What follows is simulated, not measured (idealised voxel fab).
A process module follows: voxel transistor to metal.
Shown is cross-section cut, with a width of 205 nm and square cells of size 5 nm.
If you're reading a cross-section in this doc, picture square cells in a grid; it comes to you as bands, top ones listed first down to the bottom, and a band can be one or more rows of cells.
Top height, bottom height, nm. Materials left to right, width each, nm. Single material + "edge to edge" = fills band edge to edge. "air" = empty.
Heads up on the height convention: 0 is the point under which the incoming wafer is all one material, and the lowest band has no bottom, it just keeps going down, like "from 0 down".
Note: "30->40" means the width goes from the first number (top row of the band) to the second number (bottom row) in equal steps per row of cells.
"all unchanged" means the step left every cell of the cross-section as it was.
Each empty space that has no open way to the top and spans at least 8 cells appears under "Trapped voids" as width x height at distance, the distance counted from the left edge, all in nm.
The remark found on a step's line after its settings is issued by the simulator itself and pertains to that step.
"overlay nm" denotes, for a step that has a mask, the displacement of the mask to the right of its planned place, with negative values corresponding to the left.

[Planned process steps]
1 RECEIVE [material Si]
2 CONFORMAL_DEP [material SiO2] [thk nm 5]
3 CONFORMAL_DEP [material SiN] [thk nm 10]
4 DIRECTIONAL_DEP [material aC] [thk nm 10]
5 PATTERN [tone cover] [mask id ACTIVE] [material resist] [width nm 135] [thk nm 30] [overlay nm 0]
6 DIRECTIONAL_ETCH [etch materials aC] [depth nm 10]
7 STRIP [etch materials resist]
8 DIRECTIONAL_ETCH [etch materials SiN] [depth nm 10]
9 DIRECTIONAL_ETCH [etch materials SiO2] [depth nm 5]
10 DIRECTIONAL_ETCH [etch materials Si] [depth nm 30]
11 STRIP [etch materials aC]
12 FILL_DEP [material SiO2] [thk nm 15]
13 CMP [height nm 15]
14 SELECTIVE_ETCH [etch materials SiO2] [depth nm 10]
15 STRIP [etch materials SiN]
16 SELECTIVE_ETCH [etch materials SiO2] [depth nm 5]
17 OXIDIZE [depth nm 5]
18 DIRECTIONAL_DEP [material polySi] [thk nm 25]
19 DIRECTIONAL_DEP [material SiCN] [thk nm 15]
20 MASKED_ETCH [tone cover] [mask id GATE] [width nm 35] [etch materials SiCN] [depth nm 25] [overlay nm 0]
21 MASKED_ETCH [tone cover] [mask id GATE] [width nm 35] [etch materials polySi] [depth nm 35] [overlay nm 0]
22 CONFORMAL_DEP [material SiN] [thk nm 10]
23 DIRECTIONAL_ETCH [etch materials SiN] [depth nm 10]
24 DIRECTIONAL_ETCH [etch materials SiO2] [depth nm 5]
25 DIRECTIONAL_ETCH [etch materials Si] [depth nm 5]
26 EPI [material SiGe] [thk nm 5]
27 FILL_DEP [material SiO2] [thk nm 5]
28 CMP [height nm 25]
29 STRIP [etch materials polySi]
30 SELECTIVE_ETCH [etch materials SiO2] [depth nm 5]
31 CONFORMAL_DEP [material HfO2] [thk nm 5]
32 CONFORMAL_DEP [material TiN] [thk nm 5]
33 FILL_DEP [material W] [thk nm 10]
34 CMP [height nm 20]
35 DIRECTIONAL_DEP [material SiO2] [thk nm 15]
36 PATTERN [tone open] [mask id CONTACT] [material resist] [width nm 20] [pitch nm 95] [thk nm 20] [overlay nm 0]
37 DIRECTIONAL_ETCH [etch materials SiO2] [depth nm 40]
38 STRIP [etch materials resist]
39 CONFORMAL_DEP [material TiN] [thk nm 5]
40 FILL_DEP [material W] [thk nm 5]
41 CMP [height nm 35]
42 DIRECTIONAL_DEP [material TiN] [thk nm 5]
43 DIRECTIONAL_DEP [material W] [thk nm 25]
44 DIRECTIONAL_DEP [material aC] [thk nm 15]
45 PATTERN [tone cover] [mask id METAL_1] [material resist] [width nm 20] [pitch nm 95] [thk nm 30] [overlay nm 0]
46 DIRECTIONAL_ETCH [etch materials aC] [depth nm 15]
47 STRIP [etch materials resist]
48 DIRECTIONAL_ETCH [etch materials W] [depth nm 25]
49 DIRECTIONAL_ETCH [etch materials TiN] [depth nm 5]
50 STRIP [etch materials aC]
51 CONFORMAL_DEP [material SiN] [thk nm 5]
52 FILL_DEP [material lowk] [thk nm 10]
53 CMP [height nm 65]
54 CONFORMAL_DEP [material SiCN] [thk nm 5]

[The cross-section here shows the wafer as received, i.e. in its state after step 1]
- from 0 down = Si edge to edge
- Trapped voids: none

[What the wafer looks like in cross-section after this module, when it starts as shown above and follows the plan above but one mistake is made in running it]
- from 70 to 65 = SiCN edge to edge
- from 65 to 40 = 40 lowk, then 5 SiN, then 20 W, then 5 SiN, then 65 lowk, then 5 SiN, then 20 W, then 5 SiN, then 40 lowk
- from 40 to 35 = 45 SiN, then 20 TiN, then 75 SiN, then 20 TiN, then 45 SiN
- from 35 to 20 = 45 SiO2, then 5 TiN, then 10 W, then 5 TiN, then 75 SiO2, then 5 TiN, then 10 W, then 5 TiN, then 45 SiO2
- from 20 to 5 = 45 SiO2, then 5 TiN, then 10 W, then 5 TiN, then 10 SiO2, then 10 SiN, then 5 HfO2, then 5 TiN, then 15 W, then 5 TiN, then 5 HfO2, then 10 SiN, then 10 SiO2, then 5 TiN, then 10 W, then 5 TiN, then 45 SiO2
- from 5 to 0 = 45 SiO2, then 5 TiN, then 10 W, then 5 TiN, then 10 SiO2, then 10 SiN, then 5 HfO2, then 25 TiN, then 5 HfO2, then 10 SiN, then 10 SiO2, then 5 TiN, then 10 W, then 5 TiN, then 45 SiO2
- from 0 to -5 = 45 SiO2, then 20 TiN, then 5 SiO2, then 5 SiGe, then 5 SiO2, then 45 HfO2, then 5 SiO2, then 5 SiGe, then 5 SiO2, then 20 TiN, then 45 SiO2
- from -5 to -10 = 45 SiO2, then 30 SiGe, then 55 Si, then 50 SiGe, then 25 SiO2
- from -10 to -30 = 45 SiO2, then 135 Si, then 25 SiO2
- from -30 down = Si edge to edge
- Trapped voids: none
So what did we get wrong on this run? step 5 ran differently from the plan; actual operation with settings: PATTERN [tone cover] [mask id ACTIVE] [material resist] [width nm 135] [thk nm 30] [overlay nm 10]
